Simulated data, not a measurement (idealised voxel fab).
This section sets out a process module, namely voxel transistor to metal.
cross-section cut | 205 nm wide | cells 5 nm
Notation: cross-section as square-cell grid; stated in bands, top first, going down; one or more cell rows per band. The band entry comprises the height of the band's top followed by the height of its bottom, expressed in nm, and subsequently the band's materials from left to right, each stated together with its width in nm. Where a single material is marked with the word "edge to edge", that material fills the band from edge to edge. The word "air" represents empty space. The reference from which all heights are counted is 0, the level beneath which the as-received wafer is entirely one material; the lowest band, having no lower bound, proceeds downward and is written after the example "0 down". Width: "30->40" (first number = top row, second number = bottom row, same change from row to row of cells). No cell of the cross-section changed in a step that is given as "no change". In the "Enclosed cavity list" entry, you get each enclosed empty space of 8 cells or more, one with no open way to the top, written width x height at distance, distance from the left edge, in nm. Note: text after step settings on the step line = simulator remark on that step. Among the settings permitted on a step's line is "overlay nm"; applied to a step with a mask, it specifies the extent to which the mask lay to the right of its planned position, whereas a negative figure signifies a position to the left.
### So here's the lineup of process steps we planned
step 1: RECEIVE with material Si
step 2: CONFORMAL_DEP with material SiO2, thk nm 5
step 3: CONFORMAL_DEP with material SiN, thk nm 10
step 4: DIRECTIONAL_DEP with material aC, thk nm 10
step 5: PATTERN with tone cover, mask id ACTIVE, material resist, width nm 120, thk nm 30, overlay nm 0
step 6: DIRECTIONAL_ETCH with etch materials aC, depth nm 10
step 7: STRIP with etch materials resist
step 8: DIRECTIONAL_ETCH with etch materials SiN, depth nm 10
step 9: DIRECTIONAL_ETCH with etch materials SiO2, depth nm 5
step 10: DIRECTIONAL_ETCH with etch materials Si, depth nm 30
step 11: STRIP with etch materials aC
step 12: FILL_DEP with material SiO2, thk nm 10
step 13: CMP with height nm 15
step 14: SELECTIVE_ETCH with etch materials SiO2, depth nm 5
step 15: STRIP with etch materials SiN
step 16: SELECTIVE_ETCH with etch materials SiO2, depth nm 5
step 17: OXIDIZE with depth nm 5
step 18: DIRECTIONAL_DEP with material polySi, thk nm 30
step 19: DIRECTIONAL_DEP with material SiCN, thk nm 15
step 20: MASKED_ETCH with tone cover, mask id GATE, width nm 20, etch materials SiCN, depth nm 25, overlay nm 0
step 21: MASKED_ETCH with tone cover, mask id GATE, width nm 20, etch materials polySi, depth nm 40, overlay nm 0
step 22: CONFORMAL_DEP with material SiN, thk nm 5
step 23: DIRECTIONAL_ETCH with etch materials SiN, depth nm 5
step 24: DIRECTIONAL_ETCH with etch materials SiO2, depth nm 5
step 25: DIRECTIONAL_ETCH with etch materials Si, depth nm 5
step 26: EPI with material SiGe, thk nm 10
step 27: FILL_DEP with material SiO2, thk nm 5
step 28: CMP with height nm 45
step 29: DIRECTIONAL_DEP with material SiO2, thk nm 10
step 30: PATTERN with tone open, mask id CONTACT, material resist, width nm 20, pitch nm 80, thk nm 20, overlay nm 0
step 31: DIRECTIONAL_ETCH with etch materials SiO2, depth nm 55
step 32: STRIP with etch materials resist
step 33: CONFORMAL_DEP with material TiN, thk nm 5
step 34: FILL_DEP with material W, thk nm 10
step 35: CMP with height nm 55
step 36: DIRECTIONAL_DEP with material TiN, thk nm 5
step 37: DIRECTIONAL_DEP with material W, thk nm 15
step 38: DIRECTIONAL_DEP with material aC, thk nm 10
step 39: PATTERN with tone cover, mask id METAL_1, material resist, width nm 20, pitch nm 80, thk nm 30, overlay nm 0
step 40: DIRECTIONAL_ETCH with etch materials aC, depth nm 10
step 41: STRIP with etch materials resist
step 42: DIRECTIONAL_ETCH with etch materials W, depth nm 15
step 43: DIRECTIONAL_ETCH with etch materials TiN, depth nm 5
step 44: STRIP with etch materials aC
step 45: CONFORMAL_DEP with material SiN, thk nm 5
step 46: FILL_DEP with material SiO2, thk nm 10
step 47: CMP with height nm 75
step 48: CONFORMAL_DEP with material SiCN, thk nm 5
step 49: DIRECTIONAL_DEP with material SiO2, thk nm 30
step 50: MASKED_ETCH with tone open, mask id METAL_2_HOLES, width nm 15, pitch nm 80, etch materials SiO2, depth nm 30, overlay nm 0
step 51: PATTERN with tone open, mask id METAL_2, material resist, width nm 20, pitch nm 80, thk nm 15, overlay nm 0
step 52: DIRECTIONAL_ETCH with etch materials SiO2, depth nm 20
step 53: DIRECTIONAL_ETCH with etch materials SiCN, depth nm 5
step 54: STRIP with etch materials resist
step 55: CONFORMAL_DEP with material TiN, thk nm 5
step 56: FILL_DEP with material Cu, thk nm 5
step 57: CMP with height nm 110
step 58: CONFORMAL_DEP with material SiCN, thk nm 5
### Wafer at receipt (post step 1), cross-section
    0 down: Si edge to edge
    Enclosed cavity list: none
### End-of-module cross-section of the first of two wafers, processed as planned
    115 to 110: SiCN edge to edge
    110 to 95: 50 of SiO2; 5 of TiN; 10 of Cu; 5 of TiN; 60 of SiO2; 5 of TiN; 10 of Cu; 5 of TiN; 55 of SiO2
    95 to 90: 50 of SiO2; 5 of TiN; 5 of Cu; 10 of TiN; 60 of SiO2; 5 of TiN; 5 of Cu; 10 of TiN; 55 of SiO2
    90 to 80: 50 of SiO2; 5 of TiN; 5 of Cu; 5 of TiN; 65 of SiO2; 5 of TiN; 5 of Cu; 5 of TiN; 60 of SiO2
    80 to 75: 50 of SiCN; 15 of TiN; 65 of SiCN; 15 of TiN; 60 of SiCN
    75 to 60: 45 of SiO2; 5 of SiN; 20 of W; 5 of SiN; 50 of SiO2; 5 of SiN; 20 of W; 5 of SiN; 50 of SiO2
    60 to 55: 50 of SiN; 20 of TiN; 60 of SiN; 20 of TiN; 55 of SiN
    55 to 45: 50 of SiO2; 5 of TiN; 10 of W; 5 of TiN; 60 of SiO2; 5 of TiN; 10 of W; 5 of TiN; 55 of SiO2
    45 to 30: 50 of SiO2; 5 of TiN; 10 of W; 5 of TiN; 15 of SiO2; 5 of SiN; 20 of SiCN; 5 of SiN; 15 of SiO2; 5 of TiN; 10 of W; 5 of TiN; 55 of SiO2
    30 to 5: 50 of SiO2; 5 of TiN; 10 of W; 5 of TiN; 15 of SiO2; 5 of SiN; 20 of polySi; 5 of SiN; 15 of SiO2; 5 of TiN; 10 of W; 5 of TiN; 55 of SiO2
    5 to 0: 35 of SiO2; 5 of SiN; 10 of SiO2; 20 of TiN; 5 of SiO2; 10 of SiGe; 5 of SiN; 20 of polySi; 5 of SiN; 10 of SiGe; 5 of SiO2; 20 of TiN; 10 of SiO2; 5 of SiN; 40 of SiO2
    0 to -5: 40 of SiO2; 45 of SiGe; 30 of SiO2; 45 of SiGe; 45 of SiO2
    -5 to -10: 40 of SiO2; 45 of SiGe; 30 of Si; 45 of SiGe; 45 of SiO2
    -10 to -30: 40 of SiO2; 120 of Si; 45 of SiO2
    -30 down: Si edge to edge
    Enclosed cavity list: none
### Cross-section at end of module for the second wafer of two, which matched the first in starting point and plan and differed by one mistake in its processing
    115 to 110: SiCN edge to edge
    110 to 105: 50 of SiO2; 5 of TiN; 5 of Cu; 10 of TiN; 60 of SiO2; 5 of TiN; 5 of Cu; 10 of TiN; 55 of SiO2
    105 to 95: 50 of SiO2; 5 of TiN; 5 of Cu; 5 of TiN; 65 of SiO2; 5 of TiN; 5 of Cu; 5 of TiN; 60 of SiO2
    95 to 90: 50 of SiCN; 15 of TiN; 65 of SiCN; 15 of TiN; 60 of SiCN
    90 to 80: SiO2 edge to edge
    80 to 75: 45 of SiO2; 30 of SiN; 50 of SiO2; 30 of SiN; 50 of SiO2
    75 to 60: 45 of SiO2; 5 of SiN; 20 of W; 5 of SiN; 50 of SiO2; 5 of SiN; 20 of W; 5 of SiN; 50 of SiO2
    60 to 55: 50 of SiN; 20 of TiN; 60 of SiN; 20 of TiN; 55 of SiN
    55 to 45: 50 of SiO2; 5 of TiN; 10 of W; 5 of TiN; 60 of SiO2; 5 of TiN; 10 of W; 5 of TiN; 55 of SiO2
    45 to 30: 50 of SiO2; 5 of TiN; 10 of W; 5 of TiN; 15 of SiO2; 5 of SiN; 20 of SiCN; 5 of SiN; 15 of SiO2; 5 of TiN; 10 of W; 5 of TiN; 55 of SiO2
    30 to 5: 50 of SiO2; 5 of TiN; 10 of W; 5 of TiN; 15 of SiO2; 5 of SiN; 20 of polySi; 5 of SiN; 15 of SiO2; 5 of TiN; 10 of W; 5 of TiN; 55 of SiO2
    5 to 0: 35 of SiO2; 5 of SiN; 10 of SiO2; 20 of TiN; 5 of SiO2; 10 of SiGe; 5 of SiN; 20 of polySi; 5 of SiN; 10 of SiGe; 5 of SiO2; 20 of TiN; 10 of SiO2; 5 of SiN; 40 of SiO2
    0 to -5: 40 of SiO2; 45 of SiGe; 30 of SiO2; 45 of SiGe; 45 of SiO2
    -5 to -10: 40 of SiO2; 45 of SiGe; 30 of Si; 45 of SiGe; 45 of SiO2
    -10 to -30: 40 of SiO2; 120 of Si; 45 of SiO2
    -30 down: Si edge to edge
    Enclosed cavity list: none
Here's what went sideways: step 47 of the plan did not run at all; it was left out
Final tally in cells, some materials are higher or lower on the second wafer than on the first: -12 Cu, +12 SiN, +12 SiO2, -12 TiN
